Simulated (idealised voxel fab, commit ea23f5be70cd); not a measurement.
This section sets out a process module, namely voxel ribs on slabs.
FYI the section here is cut, 255 nm wide, cells are 5 nm squares.
Cross-section = grid of square cells, listed top down in bands; band = one or more rows. The band entry comprises the height of the band's top followed by the height of its bottom, expressed in nm, and subsequently the band's materials from left to right, each stated together with its width in nm. Where a single material is marked with the word "all across", that material fills the band from edge to edge. The word "blank" represents empty space. It should be noted that heights are counted from 0, beneath which the wafer as supplied is of one material throughout, and that the lowest band possesses no lower boundary but continues downward, as written in "0 and below". It should be noted that a width expressed as "30 to 40" varies in equal increments from row to row of cells within the band, taking the value of the first number at the top row and that of the second number at the bottom row. Where the words "nothing got changed" appear for a step, the cross-section shows no cell changed by that step; every cell remained as before. Reported under the label "Voids, fully enclosed" are the empty spaces having no open way to the top and comprising 8 cells or more; the notation for each is width x height at distance, in which the distance is measured from the left edge and all three values are in nm. Heads up: the bit after the settings on a step's line is the simulator's remark on that step. "overlay nm" on a masked step: distance the mask lay right of its planned place, negative for left.

LIST OF PLANNED PROCESS STEPS
1,RECEIVE: material Si
2,DIRECTIONAL_DEP: material SiO2, thk nm 20
3,DIRECTIONAL_DEP: material SiN, thk nm 20
4,DIRECTIONAL_DEP: material aC, thk nm 10
5,PATTERN: tone cover, mask id RIB, material resist, width nm 15, thk nm 25, overlay nm 0
6,DIRECTIONAL_ETCH: etch materials aC, depth nm 10
7,STRIP: etch materials resist
8,DIRECTIONAL_ETCH: etch materials SiN, depth nm 10
9,STRIP: etch materials aC
10,PATTERN: tone cover, mask id SLAB, material resist, width nm 75, thk nm 20, overlay nm 0
11,DIRECTIONAL_ETCH: etch materials SiN, depth nm 10
12,STRIP: etch materials resist
13,FILL_DEP: material SiO2, thk nm 20
14,CMP: height nm 50
15,DIRECTIONAL_DEP: material W, thk nm 10
16,MASKED_ETCH: tone cover, mask id HEATER, width nm 25, etch materials W, depth nm 10, overlay nm 0
17,CONFORMAL_DEP: material SiO2, thk nm 5

RECEIVED-STATE CROSS-SECTION, REFLECTING COMPLETION OF STEP 1
  0 and below: Si all across
  Voids, fully enclosed: none

MODULE COMPLETE, CROSS-SECTION. STARTING POINT AND PLAN PER ABOVE. ONE MISTAKE MADE IN RUNNING THE MODULE
  75 down to 65: 100 nm blank  55 nm SiO2  100 nm blank
  65 down to 60: SiO2 all across
  60 down to 50: 115 nm SiO2  25 nm W  115 nm SiO2
  50 down to 40: SiO2 all across
  40 down to 30: 120 nm SiO2  15 nm SiN  120 nm SiO2
  30 down to 20: 90 nm SiO2  75 nm SiN  90 nm SiO2
  20 down to 0: SiO2 all across
  0 and below: Si all across
  Voids, fully enclosed: none
Against the plan, the run slipped here: step 17 ran differently from the plan; actual operation with settings: CONFORMAL_DEP: material SiO2, thk nm 15
